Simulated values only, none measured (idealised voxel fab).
Module name: voxel self aligned contacts (process module)
The figure presents cross-section cut, which has a width of 165 nm and is divided into square cells with an edge length of 5 nm.
Think of the cross-section as a grid of square cells. We describe it in bands, top to bottom, and each band covers one or more rows of those cells. The entry gives the band's vertical extent as a top height and a bottom height in nm, then its horizontal make-up as materials from left to right, each with a width in nm. "empty" stands for empty space; a single material marked "all across" fills the band edge to edge. Counting heights begins at 0, where everything beneath is, in the wafer as received, one material. The lowest band has no bottom; it goes on downwards, as "0..down" shows. Quick explanation for "30->40": the width changes in equal steps down the rows of cells, from the first number in the band's top row to the second number in its bottom row. Where a step carries "same as before", the cross-section came out of it unchanged, cell for cell. Voids not open to the top, 8 cells minimum: see "Trapped void list". Written width x height at distance; distance is from the left edge; nm. On a step's line, text after the settings is the simulator commenting on that step. "overlay nm" on a masked step: distance the mask lay right of its planned place, negative for left.

plan
step 1: RECEIVE (material Si)
step 2: OXIDIZE (depth nm 5)
step 3: DIRECTIONAL_DEP (material polySi; thk nm 30)
step 4: DIRECTIONAL_DEP (material SiN; thk nm 15)
step 5: PATTERN (tone cover; mask id GATE; material resist; width nm 30; pitch nm 60; thk nm 15; overlay nm 0)
step 6: DIRECTIONAL_ETCH (etch materials SiN; depth nm 15)
step 7: DIRECTIONAL_ETCH (etch materials polySi; depth nm 30)
step 8: STRIP (etch materials resist)
step 9: CONFORMAL_DEP (material SiN; thk nm 5)
step 10: DIRECTIONAL_ETCH (etch materials SiN; depth nm 5)
step 11: FILL_DEP (material SiO2; thk nm 20)
step 12: CMP (height nm 55)
step 13: PATTERN (tone open; mask id CONTACT; material resist; width nm 40; thk nm 15; overlay nm 0)
step 14: DIRECTIONAL_ETCH (etch materials SiO2; depth nm 60)
step 15: STRIP (etch materials resist)
step 16: CONFORMAL_DEP (material TiN; thk nm 5)
step 17: FILL_DEP (material Ru; thk nm 10)
step 18: CMP (height nm 55)
step 19: CONFORMAL_DEP (material SiN; thk nm 5)

On the first of the two wafers: run conducted according to plan

Cross-section of the incoming wafer, state after step 1
    0..down: Si all across
    Trapped void list: none

Step 2 done - wafer cross-section
    0..-5: SiO2 all across
    Heights below -5 show no change.

Step 3 done - wafer cross-section
    30..0: polySi all across
    Heights below 0 show no change.

Step 4 done - wafer cross-section
    45..30: SiN all across
    Heights below 30 show no change.

Step 5 done - wafer cross-section
    60..45: empty (35) | resist (30) | empty (30) | resist (30) | empty (40)
    Heights below 45 show no change.

Step 6 done - wafer cross-section
    60..45: empty (35) | resist (30) | empty (30) | resist (30) | empty (40)
    45..30: empty (35) | SiN (30) | empty (30) | SiN (30) | empty (40)
    Heights below 30 show no change.

Step 7 done - wafer cross-section
    60..45: empty (35) | resist (30) | empty (30) | resist (30) | empty (40)
    45..30: empty (35) | SiN (30) | empty (30) | SiN (30) | empty (40)
    30..0: empty (35) | polySi (30) | empty (30) | polySi (30) | empty (40)
    Heights below 0 show no change.

Step 8 done - wafer cross-section
    45..30: empty (35) | SiN (30) | empty (30) | SiN (30) | empty (40)
    Heights below 30 show no change.

Step 9 done - wafer cross-section
    50..30: empty (30) | SiN (40) | empty (20) | SiN (40) | empty (35)
    30..5: empty (30) | SiN (5) | polySi (30) | SiN (5) | empty (20) | SiN (5) | polySi (30) | SiN (5) | empty (35)
    5..0: SiN (35) | polySi (30) | SiN (30) | polySi (30) | SiN (40)
    Heights below 0 show no change.

Step 10 done - wafer cross-section
    45..30: empty (30) | SiN (40) | empty (20) | SiN (40) | empty (35)
    30..0: empty (30) | SiN (5) | polySi (30) | SiN (5) | empty (20) | SiN (5) | polySi (30) | SiN (5) | empty (35)
    Heights below 0 show no change.

Step 11 done - wafer cross-section
    65..45: SiO2 all across
    45..30: SiO2 (30) | SiN (40) | SiO2 (20) | SiN (40) | SiO2 (35)
    30..0: SiO2 (30) | SiN (5) | polySi (30) | SiN (5) | SiO2 (20) | SiN (5) | polySi (30) | SiN (5) | SiO2 (35)
    Heights below 0 show no change.

Step 12 done - wafer cross-section
    55..45: SiO2 all across
    Heights below 45 show no change.

Step 13 done - wafer cross-section
    70..55: resist (60) | empty (40) | resist (65)
    Heights below 55 show no change.

Step 14 done - wafer cross-section
    70..55: resist (60) | empty (40) | resist (65)
    55..45: SiO2 (60) | empty (40) | SiO2 (65)
    45..30: SiO2 (30) | SiN (40) | empty (20) | SiN (40) | SiO2 (35)
    30..0: SiO2 (30) | SiN (5) | polySi (30) | SiN (5) | empty (20) | SiN (5) | polySi (30) | SiN (5) | SiO2 (35)
    0..-5: SiO2 (70) | empty (20) | SiO2 (75)
    Heights below -5 show no change.

Step 15 done - wafer cross-section
    55..45: SiO2 (60) | empty (40) | SiO2 (65)
    Heights below 45 show no change.

Step 16 done - wafer cross-section
    60..55: TiN (65) | empty (30) | TiN (70)
    55..45: SiO2 (60) | TiN (5->15) | empty (30->10) | TiN (5->15) | SiO2 (65)
    45..30: SiO2 (30) | SiN (40) | TiN (5) | empty (10) | TiN (5) | SiN (40) | SiO2 (35)
    30..0: SiO2 (30) | SiN (5) | polySi (30) | SiN (5) | TiN (5) | empty (10) | TiN (5) | SiN (5) | polySi (30) | SiN (5) | SiO2 (35)
    0..-5: SiO2 (70) | TiN (20) | SiO2 (75)
    Heights below -5 show no change.

Step 17 done - wafer cross-section
    70..60: Ru all across
    60..55: TiN (65) | Ru (30) | TiN (70)
    55..45: SiO2 (60) | TiN (5->15) | Ru (30->10) | TiN (5->15) | SiO2 (65)
    45..30: SiO2 (30) | SiN (40) | TiN (5) | Ru (10) | TiN (5) | SiN (40) | SiO2 (35)
    30..0: SiO2 (30) | SiN (5) | polySi (30) | SiN (5) | TiN (5) | Ru (10) | TiN (5) | SiN (5) | polySi (30) | SiN (5) | SiO2 (35)
    Heights below 0 show no change.

Step 18 done - wafer cross-section
    55..45: SiO2 (60) | TiN (5->15) | Ru (30->10) | TiN (5->15) | SiO2 (65)
    Heights below 45 show no change.

Step 19 done - wafer cross-section
    60..55: SiN all across
    Heights below 55 show no change.

The second wafer: identical to the first at the outset and in its planned sequence, differing only in that one mistake was made during processing; up to and including step 8, its path is the first wafer's path

Second wafer cross-section, taken as of the time the plan sets for step 9 to be done: same as before

Second wafer cross-section, taken as of the time the plan sets for step 10 to be done
    40..30: empty (35) | SiN (30) | empty (30) | SiN (30) | empty (40)
    Heights below 30 show no change.

Second wafer cross-section, taken as of the time the plan sets for step 11 to be done
    60..40: SiO2 all across
    40..30: SiO2 (35) | SiN (30) | SiO2 (30) | SiN (30) | SiO2 (40)
    30..0: SiO2 (35) | polySi (30) | SiO2 (30) | polySi (30) | SiO2 (40)
    Heights below 0 show no change.

Second wafer cross-section, taken as of the time the plan sets for step 12 to be done
    55..40: SiO2 all across
    Heights below 40 show no change.

Second wafer cross-section, taken as of the time the plan sets for step 13 to be done
    70..55: resist (60) | empty (40) | resist (65)
    Heights below 55 show no change.

Second wafer cross-section, taken as of the time the plan sets for step 14 to be done
    70..55: resist (60) | empty (40) | resist (65)
    55..40: SiO2 (60) | empty (40) | SiO2 (65)
    40..30: SiO2 (35) | SiN (30) | empty (30) | SiN (30) | SiO2 (40)
    30..0: SiO2 (35) | polySi (30) | empty (30) | polySi (30) | SiO2 (40)
    0..-5: SiO2 (65) | empty (30) | SiO2 (70)
    Heights below -5 show no change.

Second wafer cross-section, taken as of the time the plan sets for step 15 to be done
    55..40: SiO2 (60) | empty (40) | SiO2 (65)
    Heights below 40 show no change.

Second wafer cross-section, taken as of the time the plan sets for step 16 to be done
    60..55: TiN (65) | empty (30) | TiN (70)
    55..45: SiO2 (60) | TiN (5) | empty (30) | TiN (5) | SiO2 (65)
    45..40: SiO2 (60) | TiN (10) | empty (20) | TiN (10) | SiO2 (65)
    40..30: SiO2 (35) | SiN (30) | TiN (5) | empty (20) | TiN (5) | SiN (30) | SiO2 (40)
    30..0: SiO2 (35) | polySi (30) | TiN (5) | empty (20) | TiN (5) | polySi (30) | SiO2 (40)
    0..-5: SiO2 (65) | TiN (30) | SiO2 (70)
    Heights below -5 show no change.

Second wafer cross-section, taken as of the time the plan sets for step 17 to be done
    70..60: Ru all across
    60..55: TiN (65) | Ru (30) | TiN (70)
    55..45: SiO2 (60) | TiN (5) | Ru (30) | TiN (5) | SiO2 (65)
    45..40: SiO2 (60) | TiN (10) | Ru (20) | TiN (10) | SiO2 (65)
    40..30: SiO2 (35) | SiN (30) | TiN (5) | Ru (20) | TiN (5) | SiN (30) | SiO2 (40)
    30..0: SiO2 (35) | polySi (30) | TiN (5) | Ru (20) | TiN (5) | polySi (30) | SiO2 (40)
    Heights below 0 show no change.

Second wafer cross-section, taken as of the time the plan sets for step 18 to be done
    55..45: SiO2 (60) | TiN (5) | Ru (30) | TiN (5) | SiO2 (65)
    Heights below 45 show no change.

Second wafer cross-section, taken as of the time the plan sets for step 19 to be done
    60..55: SiN all across
    Heights below 55 show no change.
Error vs. plan: step 9 of the plan was bypassed and not carried out
at the end the second wafer has, in cells: Ru: 22 more; SiN: 48 fewer; SiO2: 26 more
